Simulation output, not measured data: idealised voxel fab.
The document below concerns the process module designated voxel released beams.
In the cross-section labelled cut, the width is 220 nm and each square cell is 5 nm.
Cross-sections here: square-cell grids, written as top-down lists of bands, a band being one or more rows of cells.
It is stipulated that each band's entry specify, in nanometres, the height of the top of the band and then that of its bottom, followed by the materials of the band in left-to-right sequence, each together with its width in nanometres. A single material marked by the word "edge to edge" is understood to fill the band from edge to edge; the word "empty" is understood to denote empty space.
The level at which height equals 0 is the one under which the wafer, as it arrives, is entirely one material. No lower edge exists for the bottom band, which continues downward and is notated as in "top 0, no bottom".
Top row gets the first number, bottom row gets the second, and each row in between changes by the same step: that is how a band width like "30..40" works.
"no change occurred", as given for a step, is the statement that not any cell of the cross-section underwent a change during that step.
Voids not open to the top, 8 cells minimum: see "Entrapped void list". Written width x height at distance; distance is from the left edge; nm.
Heads up: the bit after the settings on a step's line is the simulator's remark on that step.
overlay nm: mask offset rightward from planned place, masked step; negative means leftward offset.
Process steps (planned):
1: RECEIVE | material Si
2: CONFORMAL_DEP | material SiN | thk nm 10
3: DIRECTIONAL_DEP | material SiO2 | thk nm 15
4: MASKED_ETCH | tone open | mask id ANCHOR | width nm 45 | etch materials SiO2 | depth nm 15 | overlay nm 0
5: CONFORMAL_DEP | material TiN | thk nm 15
6: PATTERN | tone cover | mask id BEAM | material resist | width nm 130 | thk nm 20 | overlay nm 0
7: DIRECTIONAL_ETCH | etch materials TiN | depth nm 15
8: STRIP | etch materials resist
9: STRIP | etch materials SiO2
On the first of the two wafers: run conducted according to plan:
The cross-section here shows the wafer as received, i.e. in its state after step 1:
* top 0, no bottom  Si edge to edge
* Entrapped void list: none
Cross-section of the wafer subsequent to step 2:
* top 10, bottom 0  SiN edge to edge
* Nothing below the height 0 has changed.
Cross-section of the wafer subsequent to step 3:
* top 25, bottom 10  SiO2 edge to edge
* Nothing below the height 10 has changed.
Cross-section of the wafer subsequent to step 4:
* top 25, bottom 10  SiO2 (45); empty (45); SiO2 (130)
* Nothing below the height 10 has changed.
Cross-section of the wafer subsequent to step 5:
* top 40, bottom 25  TiN (60); empty (15); TiN (145)
* top 25, bottom 10  SiO2 (45); TiN (45); SiO2 (130)
* Nothing below the height 10 has changed.
Cross-section of the wafer subsequent to step 6:
* top 60, bottom 40  empty (40); resist (130); empty (50)
* top 40, bottom 25  TiN (60); resist (15); TiN (145)
* Nothing below the height 25 has changed.
Cross-section of the wafer subsequent to step 7:
* top 60, bottom 40  empty (40); resist (130); empty (50)
* top 40, bottom 25  empty (40); TiN (20); resist (15); TiN (95); empty (50)
* Nothing below the height 25 has changed.
Cross-section of the wafer subsequent to step 8:
* top 40, bottom 25  empty (40); TiN (20); empty (15); TiN (95); empty (50)
* Nothing below the height 25 has changed.
Cross-section of the wafer subsequent to step 9:
* top 40, bottom 25  empty (40); TiN (20); empty (15); TiN (95); empty (50)
* top 25, bottom 10  empty (45); TiN (45); empty (130)
* Nothing below the height 10 has changed.
Regarding the second of the two wafers: it shared the first wafer's starting condition and process plan, yet one error occurred during its execution. Its history coincides with that of the first wafer up to and including step 3:
Second wafer, cross-section, planned end of step 4:
* top 25, bottom 10  empty (45); SiO2 (45); empty (130)
* Nothing below the height 10 has changed.
Second wafer, cross-section, planned end of step 5:
* top 40, bottom 25  empty (30); TiN (75); empty (115)
* top 25, bottom 10  TiN (45); SiO2 (45); TiN (130)
* Nothing below the height 10 has changed.
Second wafer, cross-section, planned end of step 6:
* top 60, bottom 40  empty (40); resist (130); empty (50)
* top 40, bottom 25  empty (30); TiN (75); resist (65); empty (50)
* Nothing below the height 25 has changed.
Second wafer, cross-section, planned end of step 7:
* top 60, bottom 40  empty (40); resist (130); empty (50)
* top 40, bottom 25  empty (40); TiN (65); resist (65); empty (50)
* top 25, bottom 10  empty (30); TiN (15); SiO2 (45); TiN (80); empty (50)
* Nothing below the height 10 has changed.
Second wafer, cross-section, planned end of step 8:
* top 40, bottom 25  empty (40); TiN (65); empty (115)
* Nothing below the height 25 has changed.
Second wafer, cross-section, planned end of step 9: no change occurred
Diagnosis: heads up, step 4 didn't go per plan, it actually ran as MASKED_ETCH | tone cover | mask id ANCHOR | width nm 45 | etch materials SiO2 | depth nm 15 | overlay nm 0
At the finish, the second wafer shows more or fewer cells for some materials than the first does: +27 SiO2
